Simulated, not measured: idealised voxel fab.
The following is a process module called voxel tone inversion.
Cross-sectional view cut (width: 210 nm; square cell size: 5 nm).
A cross-section in this document is a grid of square cells, and it is written down as bands, the top band listed before the ones below it; a band is made up of one or more rows of cells.
First you get the band's top height and its bottom height, in nm, and then the materials it's made of, left to right, with each width in nm. If you see a single material with "full width", that one covers the band edge to edge. "air" is empty space.
It should be noted that heights are counted from 0, beneath which the wafer as supplied is of one material throughout, and that the lowest band possesses no lower boundary but continues downward, as written in "0 down".
A two-number width, for instance "30->40", indicates that the width is equal to the first number in the top row of the band and to the second number in the bottom row, and that it changes by a constant amount per row of cells.
It should be understood that the words "remains unaltered", when stated for a given step, signify that the cross-section underwent no change in any of its cells during that step.
"Closed-off voids" lists enclosed empty spaces (at least 8 cells, no open path upward to the top), each as width x height at distance from the left edge, in nm.
On each step's line, the part that comes after the settings is the simulator's own comment on the step.
A step line may carry the setting "overlay nm", which, for steps involving a mask, states the distance by which the mask lay to the right of its intended position; negative values denote displacement to the left.
### Planned step list for the process
1. RECEIVE (material Si)
2. CONFORMAL_DEP (material SiCN; thk nm 5)
3. DIRECTIONAL_DEP (material aC; thk nm 15)
4. PATTERN (tone cover; mask id POSTS; material resist; width nm 15; pitch nm 30; thk nm 25; overlay nm 0)
5. DIRECTIONAL_ETCH (etch materials aC; depth nm 15)
6. STRIP (etch materials resist)
7. FILL_DEP (material lowk; thk nm 10)
8. CMP (height nm 25)
9. STRIP (etch materials aC)
Variable across wafers: step 2 thk nm (plan value is that of the first wafer; starting state common to all).
### The first of several wafers as received, shown in cross-section; this is its state after step 1
> 0 down | Si full width
> Closed-off voids: none
### End-of-module cross-section, first of several wafers, after last step 9
> 25 to 20 | lowk full width
> 20 to 5 | lowk 80 nm / aC 15 nm / lowk 15 nm / aC 15 nm / lowk 85 nm
> 5 to 0 | SiCN full width
> 0 down | Si full width
> Closed-off voids: none
### Showing the last wafer in cross-section at the end of the module
> 25 to 0 | SiCN full width
> 0 down | Si full width
> Closed-off voids: none
### Gained (+) or lost (-) cells of each material since receipt, then closed voids: one row per wafer, at the end of the module
thk nm 5, +42 SiCN, +18 aC, +150 lowk, Closed-off voids: none
thk nm 10, +84 SiCN, +108 lowk, Closed-off voids: none
thk nm 15, +126 SiCN, +72 lowk, Closed-off voids: none
thk nm 20, +168 SiCN, +36 lowk, Closed-off voids: none
thk nm 25, +210 SiCN, Closed-off voids: none
